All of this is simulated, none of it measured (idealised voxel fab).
The document below concerns the process module designated voxel released beams.
Displayed cross-section: cut, width of 265 nm, square cells sized 5 nm.
Square cells in a grid make up a cross-section in this document, and the grid is given as bands, listed from the top down, each one or more rows of cells. Each band's line starts with the height of the band's top and of its bottom, in nm. Then come its materials from left to right, each with its width in nm. One material with "everywhere" fills the band from edge to edge. "empty" is empty space. Height is counted from the level 0, under which the received wafer is composed throughout of one material. The lowest of the bands is not closed at the bottom but continues downward, in the notation "0 down". The width entry "30->40" should be interpreted row by row: the top row of cells in the band takes the first number, the bottom row takes the second number, and the change between adjacent rows is uniform throughout. "same as before" for a step: no cell of the cross-section changed in that step. If an empty space has no open way to the top and is at least 8 cells in size, "Closed internal voids" lists it, written width x height at distance, where distance is measured from the left edge and every value is in nm. On a step's line, text after the settings is the simulator commenting on that step. "overlay nm" on a masked step: distance the mask lay right of its planned place, negative for left.

# Set out below are the planned steps of the process
1. op RECEIVE | material Si
2. op CONFORMAL_DEP | material Al2O3 | thk nm 10
3. op DIRECTIONAL_DEP | material SiO2 | thk nm 10
4. op MASKED_ETCH | tone open | mask id ANCHOR | width nm 40 | etch materials SiO2 | depth nm 10 | overlay nm 0
5. op CONFORMAL_DEP | material W | thk nm 15
6. op MASKED_ETCH | tone cover | mask id BEAM | width nm 90 | etch materials W | depth nm 15 | overlay nm 0
7. op STRIP | etch materials SiO2

# First of two wafers, with the run carried out as planned

# Incoming wafer in cross-section (state: after step 1)
    0 down  Si everywhere
    Closed internal voids: none

# Once step 2 is through, the wafer looks like this in cross-section
    10 to 0  Al2O3 everywhere
    Below a height of 0, the structure has not been altered.

# Once step 3 is through, the wafer looks like this in cross-section
    20 to 10  SiO2 everywhere
    Below a height of 10, the structure has not been altered.

# Once step 4 is through, the wafer looks like this in cross-section
    20 to 10  SiO2=90 | empty=40 | SiO2=135
    Below a height of 10, the structure has not been altered.

# Once step 5 is through, the wafer looks like this in cross-section
    35 to 25  W=105 | empty=10 | W=150
    25 to 20  W everywhere
    20 to 10  SiO2=90 | W=40 | SiO2=135
    Below a height of 10, the structure has not been altered.

# Once step 6 is through, the wafer looks like this in cross-section
    35 to 25  empty=85 | W=20 | empty=10 | W=60 | empty=90
    25 to 20  empty=85 | W=90 | empty=90
    Below a height of 20, the structure has not been altered.

# Once step 7 is through, the wafer looks like this in cross-section
    35 to 25  empty=85 | W=20 | empty=10 | W=60 | empty=90
    25 to 20  empty=85 | W=90 | empty=90
    20 to 10  empty=90 | W=40 | empty=135
    Below a height of 10, the structure has not been altered.

# Second wafer - shared start and plan with the first - one error in running - same as the first up to step 3 inclusive

# Second wafer profile in section, at the moment step 4 of the plan was meant to be complete
    20 to 10  SiO2=95 | empty=40 | SiO2=130
    Below a height of 10, the structure has not been altered.

# Second wafer profile in section, at the moment step 5 of the plan was meant to be complete
    35 to 25  W=110 | empty=10 | W=145
    25 to 20  W everywhere
    20 to 10  SiO2=95 | W=40 | SiO2=130
    Below a height of 10, the structure has not been altered.

# Second wafer profile in section, at the moment step 6 of the plan was meant to be complete
    35 to 25  empty=85 | W=25 | empty=10 | W=55 | empty=90
    25 to 20  empty=85 | W=90 | empty=90
    Below a height of 20, the structure has not been altered.

# Second wafer profile in section, at the moment step 7 of the plan was meant to be complete
    35 to 25  empty=85 | W=25 | empty=10 | W=55 | empty=90
    25 to 20  empty=85 | W=90 | empty=90
    20 to 10  empty=95 | W=40 | empty=130
    Below a height of 10, the structure has not been altered.
The plan and the run diverged here: step 4 did not use the planned setting and instead ran as op MASKED_ETCH | tone open | mask id ANCHOR | width nm 40 | etch materials SiO2 | depth nm 10 | overlay nm 5
So at the finish, the second wafer's got exactly as many cells of each material as the first, just not in the same spots.
